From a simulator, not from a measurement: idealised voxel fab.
process module | voxel released beams
cross-section cut | 285 nm wide | cells 5 nm
A cross-section is a grid of square cells, given in bands from the top down. A band is one or more rows of cells.
Each band's line starts with the height of the band's top and of its bottom, in nm. Then come its materials from left to right, each with its width in nm. One material with "throughout" fills the band from edge to edge. "air" is empty space.
Height 0 is the level under which the wafer as received is all one material. The lowest band goes on downwards, as in "0 down".
A width such as "30 to 40" changes by the same amount from each row of cells to the next, from the band's top row to its bottom row.
"no change" after a step means that no cell of the cross-section changed.
closed voids: empty space of 8 cells or more with no open way to the top, each as width x height at its distance from the left edge, in nm
after a step's settings: what the simulator itself notes on the step
overlay nm, on a step with a mask: how far to the right of its planned place the mask lay; to the left if negative
Each pair below shows a cross-section before one step and the cross-section after it, down to the lowest band that changed. The line under each pair gives the step between them, with its settings. The pairs can come from different runs of this module on the same starting wafer, so a pair continues from the pair above only where its "before" says so.
before
  0 down: Si throughout
  closed voids: none
after
  5 to 0: Al2O3 throughout
  below 0: unchanged
  closed voids: none
the step between: op CONFORMAL_DEP | material Al2O3 | thk nm 5
before: the cross-section after the pair above
after
  25 to 5: SiO2 throughout
  below 5: unchanged
  closed voids: none
the step between: op DIRECTIONAL_DEP | material SiO2 | thk nm 20
before: the cross-section after the pair above
after
  45 to 25: resist 100 | air 35 | resist 150
  below 25: unchanged
  closed voids: none
the step between: op PATTERN | tone open | mask id ANCHOR | material resist | width nm 35 | thk nm 20 | overlay nm 0
before: the cross-section after the pair above
after
  45 to 25: resist 100 | air 35 | resist 150
  25 to 5: SiO2 100 | air 35 | SiO2 150
  below 5: unchanged
  closed voids: none
the step between: op DIRECTIONAL_ETCH | etch materials SiO2 | depth nm 20
before: the cross-section after the pair above
after
  25 to 5: SiO2 100 | air 35 | SiO2 150
  below 5: unchanged
  closed voids: none
the step between: op STRIP | etch materials resist
before: the cross-section after the pair above
after
  40 to 25: SiN 115 | air 5 | SiN 165
  25 to 20: SiO2 100 | SiN 15 | air 5 | SiN 15 | SiO2 150
  20 to 5: SiO2 100 | SiN 35 | SiO2 150
  below 5: unchanged
  closed voids: none
the step between: op CONFORMAL_DEP | material SiN | thk nm 15
before: the cross-section after the pair above
after
  40 to 25: air 95 | SiN 20 | air 5 | SiN 60 | air 105
  below 25: unchanged
  closed voids: none
the step between: op MASKED_ETCH | tone cover | mask id BEAM | width nm 85 | etch materials SiN | depth nm 15 | overlay nm 0
before: the cross-section after the pair above
after
  40 to 25: air 95 | SiN 20 | air 5 | SiN 60 | air 105
  25 to 20: air 100 | SiN 15 | air 5 | SiN 15 | air 150
  20 to 5: air 100 | SiN 35 | air 150
  below 5: unchanged
  closed voids: none
the step between: op STRIP | etch materials SiO2
before
  0 down: Si throughout
  closed voids: none
after
  20 to 0: SiO2 throughout
  below 0: unchanged
  closed voids: none
the step between: op DIRECTIONAL_DEP | material SiO2 | thk nm 20
before: the cross-section after the pair above
after
  40 to 20: resist 100 | air 35 | resist 150
  below 20: unchanged
  closed voids: none
the step between: op PATTERN | tone open | mask id ANCHOR | material resist | width nm 35 | thk nm 20 | overlay nm 0
before: the cross-section after the pair above
after
  40 to 20: resist 100 | air 35 | resist 150
  20 to 0: SiO2 100 | air 35 | SiO2 150
  below 0: unchanged
  closed voids: none
the step between: op DIRECTIONAL_ETCH | etch materials SiO2 | depth nm 20
before: the cross-section after the pair above
after
  20 to 0: SiO2 100 | air 35 | SiO2 150
  below 0: unchanged
  closed voids: none
the step between: op STRIP | etch materials resist
before: the cross-section after the pair above
after
  35 to 20: SiN 115 | air 5 | SiN 165
  20 to 15: SiO2 100 | SiN 15 | air 5 | SiN 15 | SiO2 150
  15 to 0: SiO2 100 | SiN 35 | SiO2 150
  below 0: unchanged
  closed voids: none
the step between: op CONFORMAL_DEP | material SiN | thk nm 15
before: the cross-section after the pair above
after
  35 to 20: air 95 | SiN 20 | air 5 | SiN 60 | air 105
  below 20: unchanged
  closed voids: none
the step between: op MASKED_ETCH | tone cover | mask id BEAM | width nm 85 | etch materials SiN | depth nm 15 | overlay nm 0
before: the cross-section after the pair above
after
  35 to 20: air 95 | SiN 20 | air 5 | SiN 60 | air 105
  20 to 15: air 100 | SiN 15 | air 5 | SiN 15 | air 150
  15 to 0: air 100 | SiN 35 | air 150
  below 0: unchanged
  closed voids: none
the step between: op STRIP | etch materials SiO2
before
  40 to 25: SiN 115 | air 5 | SiN 165
  25 to 20: SiO2 100 | SiN 15 | air 5 | SiN 15 | SiO2 150
  20 to 5: SiO2 100 | SiN 35 | SiO2 150
  5 to 0: Al2O3 throughout
  0 down: Si throughout
  closed voids: none
after
  55 to 25: SiN throughout
  25 to 5: SiO2 100 | SiN 35 | SiO2 150
  below 5: unchanged
  closed voids: none
the step between: op CONFORMAL_DEP | material SiN | thk nm 15
before: the cross-section after the pair above
after
  55 to 40: air 95 | SiN 85 | air 105
  below 40: unchanged
  closed voids: none
the step between: op MASKED_ETCH | tone cover | mask id BEAM | width nm 85 | etch materials SiN | depth nm 15 | overlay nm 0
before
  20 to 0: SiO2 throughout
  0 down: Si throughout
  closed voids: none
after
  25 to 20: Al2O3 throughout
  below 20: unchanged
  closed voids: none
the step between: op CONFORMAL_DEP | material Al2O3 | thk nm 5
before: the cross-section after the pair above
after
  45 to 25: resist 100 | air 35 | resist 150
  below 25: unchanged
  closed voids: none
the step between: op PATTERN | tone open | mask id ANCHOR | material resist | width nm 35 | thk nm 20 | overlay nm 0
before: the cross-section after the pair above
after
  25 to 20: Al2O3 throughout
  below 20: unchanged
  closed voids: none
the step between: op STRIP | etch materials resist
before: the cross-section after the pair above
after
  40 to 25: SiN throughout
  below 25: unchanged
  closed voids: none
the step between: op CONFORMAL_DEP | material SiN | thk nm 15
before: the cross-section after the pair above
after
  40 to 25: air 95 | SiN 85 | air 105
  below 25: unchanged
  closed voids: none
the step between: op MASKED_ETCH | tone cover | mask id BEAM | width nm 85 | etch materials SiN | depth nm 15 | overlay nm 0
before
  25 to 5: SiO2 100 | air 35 | SiO2 150
  5 to 0: Al2O3 throughout
  0 down: Si throughout
  closed voids: none
after
  35 to 25: SiN 110 | air 15 | SiN 160
  25 to 15: SiO2 100 | SiN 10 | air 15 | SiN 10 | SiO2 150
  15 to 5: SiO2 100 | SiN 35 | SiO2 150
  below 5: unchanged
  closed voids: none
the step between: op CONFORMAL_DEP | material SiN | thk nm 10
before: the cross-section after the pair above
after
  35 to 25: air 95 | SiN 15 | air 15 | SiN 55 | air 105
  below 25: unchanged
  closed voids: none
the step between: op MASKED_ETCH | tone cover | mask id BEAM | width nm 85 | etch materials SiN | depth nm 15 | overlay nm 0
before: the cross-section after the pair above
after
  35 to 25: air 95 | SiN 15 | air 15 | SiN 55 | air 105
  25 to 15: air 100 | SiN 10 | air 15 | SiN 10 | air 150
  15 to 5: air 100 | SiN 35 | air 150
  below 5: unchanged
  closed voids: none
the step between: op STRIP | etch materials SiO2
before
  40 to 25: SiN 115 | air 5 | SiN 165
  25 to 20: SiO2 100 | SiN 15 | air 5 | SiN 15 | SiO2 150
  20 to 5: SiO2 100 | SiN 35 | SiO2 150
  5 to 0: Al2O3 throughout
  0 down: Si throughout
  closed voids: none
after
  40 to 25: air 100 | SiN 15 | air 5 | SiN 55 | air 110
  below 25: unchanged
  closed voids: none
the step between: op MASKED_ETCH | tone cover | mask id BEAM | width nm 75 | etch materials SiN | depth nm 15 | overlay nm 0
before: the cross-section after the pair above
after
  40 to 25: air 100 | SiN 15 | air 5 | SiN 55 | air 110
  25 to 20: air 100 | SiN 15 | air 5 | SiN 15 | air 150
  20 to 5: air 100 | SiN 35 | air 150
  below 5: unchanged
  closed voids: none
the step between: op STRIP | etch materials SiO2
before
  25 to 5: SiO2 throughout
  5 to 0: Al2O3 throughout
  0 down: Si throughout
  closed voids: none
after
  45 to 25: resist 110 | air 35 | resist 140
  below 25: unchanged
  closed voids: none
the step between: op PATTERN | tone open | mask id ANCHOR | material resist | width nm 35 | thk nm 20 | overlay nm 10
before: the cross-section after the pair above
after
  45 to 25: resist 110 | air 35 | resist 140
  25 to 5: SiO2 110 | air 35 | SiO2 140
  below 5: unchanged
  closed voids: none
the step between: op DIRECTIONAL_ETCH | etch materials SiO2 | depth nm 20
before: the cross-section after the pair above
after
  25 to 5: SiO2 110 | air 35 | SiO2 140
  below 5: unchanged
  closed voids: none
the step between: op STRIP | etch materials resist
before: the cross-section after the pair above
after
  40 to 25: SiN 125 | air 5 | SiN 155
  25 to 20: SiO2 110 | SiN 15 | air 5 | SiN 15 | SiO2 140
  20 to 5: SiO2 110 | SiN 35 | SiO2 140
  below 5: unchanged
  closed voids: none
the step between: op CONFORMAL_DEP | material SiN | thk nm 15
before: the cross-section after the pair above
after
  40 to 25: air 95 | SiN 30 | air 5 | SiN 50 | air 105
  below 25: unchanged
  closed voids: none
the step between: op MASKED_ETCH | tone cover | mask id BEAM | width nm 85 | etch materials SiN | depth nm 15 | overlay nm 0
before: the cross-section after the pair above
after
  40 to 25: air 95 | SiN 30 | air 5 | SiN 50 | air 105
  25 to 20: air 110 | SiN 15 | air 5 | SiN 15 | air 140
  20 to 5: air 110 | SiN 35 | air 140
  below 5: unchanged
  closed voids: none
the step between: op STRIP | etch materials SiO2
before
  45 to 25: resist 100 | air 35 | resist 150
  25 to 5: SiO2 100 | air 35 | SiO2 150
  5 to 0: Al2O3 throughout
  0 down: Si throughout
  closed voids: none
after
  0 down: Si throughout
  closed voids: none
the step between: op STRIP | etch materials Al2O3
before: the cross-section after the pair above
after
  15 to 0: SiN throughout
  below 0: unchanged
  closed voids: none
the step between: op CONFORMAL_DEP | material SiN | thk nm 15
before: the cross-section after the pair above
after
  15 to 0: air 95 | SiN 85 | air 105
  below 0: unchanged
  closed voids: none
the step between: op MASKED_ETCH | tone cover | mask id BEAM | width nm 85 | etch materials SiN | depth nm 15 | overlay nm 0
before
  25 to 5: SiO2 throughout
  5 to 0: Al2O3 throughout
  0 down: Si throughout
  closed voids: none
after
  45 to 25: air 100 | resist 35 | air 150
  below 25: unchanged
  closed voids: none
the step between: op PATTERN | tone cover | mask id ANCHOR | material resist | width nm 35 | thk nm 20 | overlay nm 0
before: the cross-section after the pair above
after
  45 to 25: air 100 | resist 35 | air 150
  25 to 5: air 100 | SiO2 35 | air 150
  below 5: unchanged
  closed voids: none
the step between: op DIRECTIONAL_ETCH | etch materials SiO2 | depth nm 20
before: the cross-section after the pair above
after
  25 to 5: air 100 | SiO2 35 | air 150
  below 5: unchanged
  closed voids: none
the step between: op STRIP | etch materials resist
before: the cross-section after the pair above
after
  40 to 25: air 85 | SiN 65 | air 135
  25 to 20: air 85 | SiN 15 | SiO2 35 | SiN 15 | air 135
  20 to 5: SiN 100 | SiO2 35 | SiN 150
  below 5: unchanged
  closed voids: none
the step between: op CONFORMAL_DEP | material SiN | thk nm 15
before: the cross-section after the pair above
after
  40 to 25: air 95 | SiN 55 | air 135
  25 to 20: air 85 | SiN 15 | SiO2 35 | SiN 15 | air 135
  20 to 5: air 85 | SiN 15 | SiO2 35 | SiN 45 | air 105
  below 5: unchanged
  closed voids: none
the step between: op MASKED_ETCH | tone cover | mask id BEAM | width nm 85 | etch materials SiN | depth nm 15 | overlay nm 0
